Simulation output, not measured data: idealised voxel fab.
process module | voxel self aligned vias
cross-section cut | 180 nm wide | cells 5 nm
A cross-section is a grid of square cells, given in bands from the top down. A band is one or more rows of cells.
Each band's line starts with the height of the band's top and of its bottom, in nm. Then come its materials from left to right, each with its width in nm. One material with "throughout" fills the band from edge to edge. "air" is empty space.
Height 0 is the level under which the wafer as received is all one material. The lowest band goes on downwards, as in "0 down".
A width such as "30 to 40" changes by the same amount from each row of cells to the next, from the band's top row to its bottom row.
"no change" after a step means that no cell of the cross-section changed.
closed voids: empty space of 8 cells or more with no open way to the top, each as width x height at its distance from the left edge, in nm
after a step's settings: what the simulator itself notes on the step
overlay nm, on a step with a mask: how far to the right of its planned place the mask lay; to the left if negative
plan
1 op RECEIVE | material Si
2 op CONFORMAL_DEP | material SiO2 | thk nm 15
3 op CONFORMAL_DEP | material SiCN | thk nm 5
4 op DIRECTIONAL_DEP | material SiO2 | thk nm 25
5 op PATTERN | tone open | mask id LINES | material resist | width nm 20 | pitch nm 70 | thk nm 20 | overlay nm 0
6 op DIRECTIONAL_ETCH | etch materials SiO2 | depth nm 25
7 op STRIP | etch materials resist
8 op CONFORMAL_DEP | material TiN | thk nm 5
9 op FILL_DEP | material Ru | thk nm 5
10 op CMP | height nm 45
11 op SELECTIVE_ETCH | etch materials W Ru TiN | depth nm 5
12 op FILL_DEP | material SiN | thk nm 5
13 op CMP | height nm 45
14 op DIRECTIONAL_DEP | material SiO2 | thk nm 15
15 op PATTERN | tone open | mask id VIAS | material resist | width nm 40 | pitch nm 70 | thk nm 20 | overlay nm 0
16 op DIRECTIONAL_ETCH | etch materials SiO2 | depth nm 15
17 op DIRECTIONAL_ETCH | etch materials SiN | depth nm 5
18 op STRIP | etch materials resist
19 op CONFORMAL_DEP | material TiN | thk nm 5
20 op FILL_DEP | material Cu | thk nm 10
21 op CMP | height nm 60
22 op CONFORMAL_DEP | material SiN | thk nm 5
first wafer, as planned
as received, after step 1
  0 down: Si throughout
  closed voids: none
after step 2
  15 to 0: SiO2 throughout
  below 0: unchanged
after step 3
  20 to 15: SiCN throughout
  below 15: unchanged
after step 4
  45 to 20: SiO2 throughout
  below 20: unchanged
after step 5
  65 to 45: resist 45 | air 20 | resist 50 | air 20 | resist 45
  below 45: unchanged
after step 6
  65 to 45: resist 45 | air 20 | resist 50 | air 20 | resist 45
  45 to 20: SiO2 45 | air 20 | SiO2 50 | air 20 | SiO2 45
  below 20: unchanged
after step 7
  45 to 20: SiO2 45 | air 20 | SiO2 50 | air 20 | SiO2 45
  below 20: unchanged
after step 8
  50 to 45: TiN 50 | air 10 | TiN 60 | air 10 | TiN 50
  45 to 25: SiO2 45 | TiN 5 | air 10 | TiN 5 | SiO2 50 | TiN 5 | air 10 | TiN 5 | SiO2 45
  25 to 20: SiO2 45 | TiN 20 | SiO2 50 | TiN 20 | SiO2 45
  below 20: unchanged
after step 9
  55 to 50: Ru throughout
  50 to 45: TiN 50 | Ru 10 | TiN 60 | Ru 10 | TiN 50
  45 to 25: SiO2 45 | TiN 5 | Ru 10 | TiN 5 | SiO2 50 | TiN 5 | Ru 10 | TiN 5 | SiO2 45
  below 25: unchanged
after step 10
  45 to 25: SiO2 45 | TiN 5 | Ru 10 | TiN 5 | SiO2 50 | TiN 5 | Ru 10 | TiN 5 | SiO2 45
  below 25: unchanged
after step 11
  45 to 40: SiO2 45 | air 20 | SiO2 50 | air 20 | SiO2 45
  below 40: unchanged
after step 12
  50 to 45: SiN throughout
  45 to 40: SiO2 45 | SiN 20 | SiO2 50 | SiN 20 | SiO2 45
  below 40: unchanged
after step 13
  45 to 40: SiO2 45 | SiN 20 | SiO2 50 | SiN 20 | SiO2 45
  below 40: unchanged
after step 14
  60 to 45: SiO2 throughout
  below 45: unchanged
after step 15
  80 to 60: resist 35 | air 40 | resist 30 | air 40 | resist 35
  below 60: unchanged
after step 16
  80 to 60: resist 35 | air 40 | resist 30 | air 40 | resist 35
  60 to 45: SiO2 35 | air 40 | SiO2 30 | air 40 | SiO2 35
  below 45: unchanged
after step 17
  80 to 60: resist 35 | air 40 | resist 30 | air 40 | resist 35
  60 to 45: SiO2 35 | air 40 | SiO2 30 | air 40 | SiO2 35
  45 to 40: SiO2 45 | air 20 | SiO2 50 | air 20 | SiO2 45
  below 40: unchanged
after step 18
  60 to 45: SiO2 35 | air 40 | SiO2 30 | air 40 | SiO2 35
  below 45: unchanged
after step 19
  65 to 60: TiN 40 | air 30 | TiN 40 | air 30 | TiN 40
  60 to 50: SiO2 35 | TiN 5 | air 30 | TiN 5 | SiO2 30 | TiN 5 | air 30 | TiN 5 | SiO2 35
  50 to 45: SiO2 35 | TiN 15 | air 10 | TiN 15 | SiO2 30 | TiN 15 | air 10 | TiN 15 | SiO2 35
  45 to 40: SiO2 45 | TiN 20 | SiO2 50 | TiN 20 | SiO2 45
  below 40: unchanged
after step 20
  75 to 65: Cu throughout
  65 to 60: TiN 40 | Cu 30 | TiN 40 | Cu 30 | TiN 40
  60 to 50: SiO2 35 | TiN 5 | Cu 30 | TiN 5 | SiO2 30 | TiN 5 | Cu 30 | TiN 5 | SiO2 35
  50 to 45: SiO2 35 | TiN 15 | Cu 10 | TiN 15 | SiO2 30 | TiN 15 | Cu 10 | TiN 15 | SiO2 35
  below 45: unchanged
after step 21
  60 to 50: SiO2 35 | TiN 5 | Cu 30 | TiN 5 | SiO2 30 | TiN 5 | Cu 30 | TiN 5 | SiO2 35
  below 50: unchanged
after step 22
  65 to 60: SiN throughout
  below 60: unchanged
second wafer: like start, like plan, one mistake. Through step 14 it matches the first wafer
when step 15 should have ended
  80 to 60: resist 30 | air 40 | resist 30 | air 40 | resist 40
  below 60: unchanged
when step 16 should have ended
  80 to 60: resist 30 | air 40 | resist 30 | air 40 | resist 40
  60 to 45: SiO2 30 | air 40 | SiO2 30 | air 40 | SiO2 40
  below 45: unchanged
when step 17 should have ended
  80 to 60: resist 30 | air 40 | resist 30 | air 40 | resist 40
  60 to 45: SiO2 30 | air 40 | SiO2 30 | air 40 | SiO2 40
  45 to 40: SiO2 45 | air 20 | SiO2 50 | air 20 | SiO2 45
  below 40: unchanged
when step 18 should have ended
  60 to 45: SiO2 30 | air 40 | SiO2 30 | air 40 | SiO2 40
  below 45: unchanged
when step 19 should have ended
  65 to 60: TiN 35 | air 30 | TiN 40 | air 30 | TiN 45
  60 to 50: SiO2 30 | TiN 5 | air 30 | TiN 5 | SiO2 30 | TiN 5 | air 30 | TiN 5 | SiO2 40
  50 to 45: SiO2 30 | TiN 20 | air 10 | TiN 10 | SiO2 30 | TiN 20 | air 10 | TiN 10 | SiO2 40
  45 to 40: SiO2 45 | TiN 20 | SiO2 50 | TiN 20 | SiO2 45
  below 40: unchanged
when step 20 should have ended
  75 to 65: Cu throughout
  65 to 60: TiN 35 | Cu 30 | TiN 40 | Cu 30 | TiN 45
  60 to 50: SiO2 30 | TiN 5 | Cu 30 | TiN 5 | SiO2 30 | TiN 5 | Cu 30 | TiN 5 | SiO2 40
  50 to 45: SiO2 30 | TiN 20 | Cu 10 | TiN 10 | SiO2 30 | TiN 20 | Cu 10 | TiN 10 | SiO2 40
  below 45: unchanged
when step 21 should have ended
  60 to 50: SiO2 30 | TiN 5 | Cu 30 | TiN 5 | SiO2 30 | TiN 5 | Cu 30 | TiN 5 | SiO2 40
  below 50: unchanged
when step 22 should have ended
  65 to 60: SiN throughout
  below 60: unchanged
what went wrong: step 15 ran as: op PATTERN | tone open | mask id VIAS | material resist | width nm 40 | pitch nm 70 | thk nm 20 | overlay nm -5
at the end the second wafer has, in cells: as many of each material as the first, in other places
